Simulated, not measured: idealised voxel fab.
process module | voxel plated lines
cross-section cut | 180 nm wide | cells 5 nm
A cross-section is a grid of square cells, given in bands from the top down. A band is one or more rows of cells.
Each band's line starts with the height of the band's top and of its bottom, in nm. Then come its materials from left to right, each with its width in nm. One material with "throughout" fills the band from edge to edge. "air" is empty space.
Height 0 is the level under which the wafer as received is all one material. The lowest band goes on downwards, as in "0 down".
A width such as "30 to 40" changes by the same amount from each row of cells to the next, from the band's top row to its bottom row.
"no change" after a step means that no cell of the cross-section changed.
closed voids: empty space of 8 cells or more with no open way to the top, each as width x height at its distance from the left edge, in nm
after a step's settings: what the simulator itself notes on the step
overlay nm, on a step with a mask: how far to the right of its planned place the mask lay; to the left if negative
plan
1 op RECEIVE | material Si
2 op CONFORMAL_DEP | material Al2O3 | thk nm 15
3 op DIRECTIONAL_DEP | material TiN | thk nm 5
4 op PATTERN | tone open | mask id LINES | material resist | width nm 15 | pitch nm 35 | thk nm 25 | overlay nm 0
5 op EPI | material Ru | thk nm 10
6 op EPI | material Ru | thk nm 10
7 op STRIP | etch materials resist
8 op DIRECTIONAL_ETCH | etch materials TiN | depth nm 5
9 op CONFORMAL_DEP | material SiO2 | thk nm 10
as received, after step 1
  0 down: Si throughout
  closed voids: none
a wafer at the end: this start, this plan, one mistake
  50 to 40: air 55 | SiO2 75 | air 50
  40 to 25: air 55 | SiO2 10 | Ru 20 | SiO2 15 | Ru 20 | SiO2 10 | air 50
  25 to 20: SiO2 65 | Ru 20 | SiO2 15 | Ru 20 | SiO2 60
  20 to 15: SiO2 65 | TiN 20 | SiO2 15 | TiN 20 | SiO2 60
  15 to 0: Al2O3 throughout
  0 down: Si throughout
  closed voids: none
what went wrong: step 4 ran as: op PATTERN | tone open | mask id LINES | material resist | width nm 20 | pitch nm 35 | thk nm 25 | overlay nm 0
